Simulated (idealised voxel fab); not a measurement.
process module | voxel self aligned vias
cross-section cut | 285 nm wide | cells 5 nm
A cross-section is a grid of square cells, given in bands from the top down. A band is one or more rows of cells.
Each band's line starts with the height of the band's top and of its bottom, in nm. Then come its materials from left to right, each with its width in nm. One material with "throughout" fills the band from edge to edge. "air" is empty space.
Height 0 is the level under which the wafer as received is all one material. The lowest band goes on downwards, as in "0 down".
A width such as "30 to 40" changes by the same amount from each row of cells to the next, from the band's top row to its bottom row.
"no change" after a step means that no cell of the cross-section changed.
closed voids: empty space of 8 cells or more with no open way to the top, each as width x height at its distance from the left edge, in nm
after a step's settings: what the simulator itself notes on the step
overlay nm, on a step with a mask: how far to the right of its planned place the mask lay; to the left if negative
plan
1 op RECEIVE | material Si
2 op CONFORMAL_DEP | material SiO2 | thk nm 10
3 op CONFORMAL_DEP | material SiCN | thk nm 5
4 op DIRECTIONAL_DEP | material SiO2 | thk nm 30
5 op MASKED_ETCH | tone open | mask id LINES | width nm 25 | pitch nm 60 | etch materials SiO2 | depth nm 30 | overlay nm 0
6 op CONFORMAL_DEP | material TiN | thk nm 5
7 op FILL_DEP | material Ru | thk nm 5
8 op CMP | height nm 45
9 op SELECTIVE_ETCH | etch materials W Ru TiN | depth nm 10
10 op FILL_DEP | material SiN | thk nm 5
11 op CMP | height nm 45
12 op DIRECTIONAL_DEP | material SiO2 | thk nm 20
13 op DIRECTIONAL_DEP | material aC | thk nm 10
14 op PATTERN | tone open | mask id VIAS | material resist | width nm 45 | pitch nm 60 | thk nm 30 | overlay nm 0
15 op DIRECTIONAL_ETCH | etch materials aC | depth nm 10
16 op STRIP | etch materials resist
17 op DIRECTIONAL_ETCH | etch materials SiO2 | depth nm 20
18 op DIRECTIONAL_ETCH | etch materials SiN | depth nm 10
19 op STRIP | etch materials aC
20 op CONFORMAL_DEP | material TiN | thk nm 5
21 op FILL_DEP | material Ru | thk nm 10
22 op CMP | height nm 65
23 op CONFORMAL_DEP | material SiCN | thk nm 5
varied across the wafers: thk nm of step 23. The plan shows the first wafer's value. All wafers start alike
first wafer as received, after step 1
  0 down: Si throughout
  closed voids: none
first wafer at the end, after step 23
  70 to 65: SiCN throughout
  65 to 50: SiO2 90 | TiN 5 | Ru 35 | TiN 5 | SiO2 15 | TiN 5 | Ru 35 | TiN 5 | SiO2 90
  50 to 40: SiO2 90 to 100 | TiN 15 to 5 | Ru 15 | TiN 15 to 5 | SiO2 15 to 35 | TiN 15 to 5 | Ru 15 | TiN 15 to 5 | SiO2 90 to 100
  40 to 35: SiO2 100 | TiN 25 | SiO2 35 | TiN 25 | SiO2 100
  35 to 20: SiO2 100 | TiN 5 | Ru 15 | TiN 5 | SiO2 35 | TiN 5 | Ru 15 | TiN 5 | SiO2 100
  20 to 15: SiO2 100 | TiN 25 | SiO2 35 | TiN 25 | SiO2 100
  15 to 10: SiCN throughout
  10 to 0: SiO2 throughout
  0 down: Si throughout
  closed voids: none
last wafer at the end
  85 to 65: SiCN throughout
  65 to 50: SiO2 90 | TiN 5 | Ru 35 | TiN 5 | SiO2 15 | TiN 5 | Ru 35 | TiN 5 | SiO2 90
  50 to 40: SiO2 90 to 100 | TiN 15 to 5 | Ru 15 | TiN 15 to 5 | SiO2 15 to 35 | TiN 15 to 5 | Ru 15 | TiN 15 to 5 | SiO2 90 to 100
  40 to 35: SiO2 100 | TiN 25 | SiO2 35 | TiN 25 | SiO2 100
  35 to 20: SiO2 100 | TiN 5 | Ru 15 | TiN 5 | SiO2 35 | TiN 5 | Ru 15 | TiN 5 | SiO2 100
  20 to 15: SiO2 100 | TiN 25 | SiO2 35 | TiN 25 | SiO2 100
  15 to 10: SiCN throughout
  10 to 0: SiO2 throughout
  0 down: Si throughout
  closed voids: none
each wafer at the end: cells of each material gained (+) or lost (-) since it was received, then its closed voids
thk nm 5 | +72 Ru | +114 SiCN | +552 SiO2 | +60 TiN | closed voids: none
thk nm 10 | +72 Ru | +171 SiCN | +552 SiO2 | +60 TiN | closed voids: none
thk nm 15 | +72 Ru | +228 SiCN | +552 SiO2 | +60 TiN | closed voids: none
thk nm 20 | +72 Ru | +285 SiCN | +552 SiO2 | +60 TiN | closed voids: none
